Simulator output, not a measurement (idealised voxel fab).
Process module under the name voxel released beams
The cross-section on display is named cut; it measures 285 nm wide, and its cells are 5 nm squares.
We lay out every cross-section as a grid of square cells and spell it out in bands from the top down, where one band means one or more rows of cells. Top, bottom (nm), then materials left to right with widths (nm); lone material tagged "full width" fills the whole band edge to edge; "empty" = empty space. Heights are reckoned from 0. Under this level, the received wafer is all of one material. The bottommost band is open-ended downward, for example "top 0, no bottom". You'd read "30 to 40" like this: the band's top row of cells is as wide as the first number, its bottom row is as wide as the second, and going down, every row changes width by the same amount as the row before did. Basically "no modifications" means that step didn't change any cell in the cross-section. For the entry "Sealed internal voids", the listed items are empty spaces with no open way to the top whose size is 8 cells or more; each item follows the pattern width x height at distance, where distance is from the left edge and all three are in nm. The remark found on a step's line after its settings is issued by the simulator itself and pertains to that step. A step line may carry the setting "overlay nm", which, for steps involving a mask, states the distance by which the mask lay to the right of its intended position; negative values denote displacement to the left.
Process steps foreseen in the plan:
1 RECEIVE with material Si
2 CONFORMAL_DEP with material Al2O3, thk nm 5
3 DIRECTIONAL_DEP with material SiO2, thk nm 20
4 PATTERN with tone open, mask id ANCHOR, material resist, width nm 35, thk nm 15, overlay nm 0
5 DIRECTIONAL_ETCH with etch materials SiO2, depth nm 20
6 STRIP with etch materials resist
7 CONFORMAL_DEP with material W, thk nm 15
8 MASKED_ETCH with tone cover, mask id BEAM, width nm 95, etch materials W, depth nm 15, overlay nm 0
9 STRIP with etch materials SiO2
Cross-section: wafer on arrival = after step 1:
	top 0, no bottom: Si full width
	Sealed internal voids: none
Cross-section taken at module completion on the first of two wafers; processed per the plan:
	top 40, bottom 25: empty 90; W 20; empty 5; W 70; empty 100
	top 25, bottom 20: empty 95; W 15; empty 5; W 15; empty 155
	top 20, bottom 5: empty 95; W 35; empty 155
	top 5, bottom 0: Al2O3 full width
	top 0, no bottom: Si full width
	Sealed internal voids: none
End-of-module cross-section of the second wafer: identical starting point and process plan to the first, with one processing mistake:
	top 40, bottom 25: empty 90; W 55; empty 140
	top 25, bottom 20: empty 80; W 15; SiO2 35; W 15; empty 140
	top 20, bottom 5: empty 80; W 15; SiO2 35; W 55; empty 100
	top 5, bottom 0: Al2O3 full width
	top 0, no bottom: Si full width
	Sealed internal voids: none
Diagnosis: planned and actual differ for step 4; actual: PATTERN with tone cover, mask id ANCHOR, material resist, width nm 35, thk nm 15, overlay nm 0
Looking at both finished wafers in cells, the second ends up ahead of or behind the first on some materials: +28 SiO2
